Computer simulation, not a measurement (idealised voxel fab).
Module name: voxel released beams (process module)
In the cross-section labelled cut, the width is 290 nm and each square cell is 5 nm.
Cross-section, as written here: a square-cell grid given band by band from the top down, where a band holds one or more rows of cells.
Basically the band line says how high the top is and how high the bottom is, in nm, and then what's in it from left to right, every material with its width in nm. Empty space shows up as "air", and if a single material carries "everywhere" it runs the full band edge to edge.
Where do heights start? At 0: under that level the wafer as delivered is made of one material only. And the lowest band has no floor; it just carries on downward, as in "0 and below".
With a width like "30 to 40", each row of cells in the band differs from the next by the same amount, the top row carrying the first number and the bottom row the second.
Any step labelled "same as before" changed none of the cells in the cross-section.
You'll see "Closed internal voids" listing empty spaces that have no way open to the top, as long as they're 8 cells or more; the notation is width x height at distance, where the distance is from the left edge, and all of it is in nm.
after a step's settings: what the simulator itself notes on the step
A step's line can hold "overlay nm"; with a mask on that step, the setting says how far right of the planned place the mask lay, while a negative setting says it lay to the left.
### Steps planned for the process
1. RECEIVE (material Si)
2. CONFORMAL_DEP (material SiN; thk nm 10)
3. DIRECTIONAL_DEP (material SiO2; thk nm 20)
4. MASKED_ETCH (tone open; mask id ANCHOR; width nm 35; etch materials SiO2; depth nm 20; overlay nm -15)
5. CONFORMAL_DEP (material polySi; thk nm 10)
6. MASKED_ETCH (tone cover; mask id BEAM; width nm 90; etch materials polySi; depth nm 10; overlay nm 0)
7. STRIP (etch materials SiO2)
The wafers in this document start out alike and differ in the overlay nm applied at step 4; the plan shows the value used for the first wafer.
### So this is the first of several wafers, cross-sectioned as it came to us, meaning it's at the end of step 1
  0 and below: Si everywhere
  Closed internal voids: none
### First wafer of several, cross-section, module end, after step 7 (last)
  40 down to 30: air 110, then polySi 75, then air 105
  30 down to 20: air 85, then polySi 10, then air 15, then polySi 10, then air 170
  20 down to 10: air 85, then polySi 35, then air 170
  10 down to 0: SiN everywhere
  0 and below: Si everywhere
  Closed internal voids: none
### End of module: cross-section, last of several wafers
  40 down to 30: air 95, then polySi 30, then air 15, then polySi 45, then air 105
  30 down to 20: air 115, then polySi 10, then air 15, then polySi 10, then air 140
  20 down to 10: air 115, then polySi 35, then air 140
  10 down to 0: SiN everywhere
  0 and below: Si everywhere
  Closed internal voids: none
### Note: the following table is arranged by wafer, a row apiece. Each row reports the end-of-module state: per material, cells gained (+) or cells lost (-) compared with the wafer as received; closed voids follow
overlay nm -15; +116 SiN; +52 polySi; Closed internal voids: none
overlay nm -10; +116 SiN; +52 polySi; Closed internal voids: none
overlay nm -5; +116 SiN; +52 polySi; Closed internal voids: none
overlay nm 0; +116 SiN; +52 polySi; Closed internal voids: none
overlay nm 5; +116 SiN; +52 polySi; Closed internal voids: none
overlay nm 10; +116 SiN; +52 polySi; Closed internal voids: none
overlay nm 15; +116 SiN; +52 polySi; Closed internal voids: none
